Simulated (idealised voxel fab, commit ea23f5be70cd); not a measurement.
process module | voxel trench capacitor
cross-section cut | 145 nm wide | cells 5 nm
A cross-section is a grid of square cells, given in bands from the top down. A band is one or more rows of cells.
Each band's line starts with the height of the band's top and of its bottom, in nm. Then come its materials from left to right, each with its width in nm. One material with "throughout" fills the band from edge to edge. "air" is empty space.
Height 0 is the level under which the wafer as received is all one material. The lowest band goes on downwards, as in "0 down".
A width such as "30 to 40" changes by the same amount from each row of cells to the next, from the band's top row to its bottom row.
"no change" after a step means that no cell of the cross-section changed.
closed voids: empty space of 8 cells or more with no open way to the top, each as width x height at its distance from the left edge, in nm
after a step's settings: what the simulator itself notes on the step
overlay nm, on a step with a mask: how far to the right of its planned place the mask lay; to the left if negative
plan
1 op RECEIVE | material Si
2 op CONFORMAL_DEP | material SiN | thk nm 5
3 op DIRECTIONAL_DEP | material aC | thk nm 15
4 op PATTERN | tone open | mask id TRENCH | material resist | width nm 15 | pitch nm 45 | thk nm 35 | overlay nm 0
5 op DIRECTIONAL_ETCH | etch materials aC | depth nm 15
6 op STRIP | etch materials resist
7 op DIRECTIONAL_ETCH | etch materials SiN | depth nm 5
8 op DIRECTIONAL_ETCH | etch materials Si | depth nm 40
9 op STRIP | etch materials aC
10 op CONFORMAL_DEP | material Al2O3 | thk nm 5
11 op FILL_DEP | material polySi | thk nm 10
12 op CMP | height nm 5
as received, after step 1
  0 down: Si throughout
  closed voids: none
first wafer at the end, as planned
  5 to 0: SiN 40 | Al2O3 5 | polySi 5 | Al2O3 5 | SiN 30 | Al2O3 5 | polySi 5 | Al2O3 5 | SiN 45
  0 to -35: Si 40 | Al2O3 5 | polySi 5 | Al2O3 5 | Si 30 | Al2O3 5 | polySi 5 | Al2O3 5 | Si 45
  -35 to -40: Si 40 | Al2O3 15 | Si 30 | Al2O3 15 | Si 45
  -40 down: Si throughout
  closed voids: none
second wafer at the end: like start, like plan, one mistake
  5 to 0: polySi 35 | Al2O3 5 | SiN 15 | Al2O3 5 | polySi 20 | Al2O3 5 | SiN 15 | Al2O3 5 | polySi 40
  0 to -35: polySi 35 | Al2O3 5 | Si 15 | Al2O3 5 | polySi 20 | Al2O3 5 | Si 15 | Al2O3 5 | polySi 40
  -35 to -40: Al2O3 40 | Si 15 | Al2O3 30 | Si 15 | Al2O3 45
  -40 down: Si throughout
  closed voids: none
what went wrong: step 4 ran as: op PATTERN | tone cover | mask id TRENCH | material resist | width nm 15 | pitch nm 45 | thk nm 35 | overlay nm 0
at the end the second wafer has, in cells: 17 more of Al2O3 | 136 fewer of Si | 17 fewer of SiN | 136 more of polySi
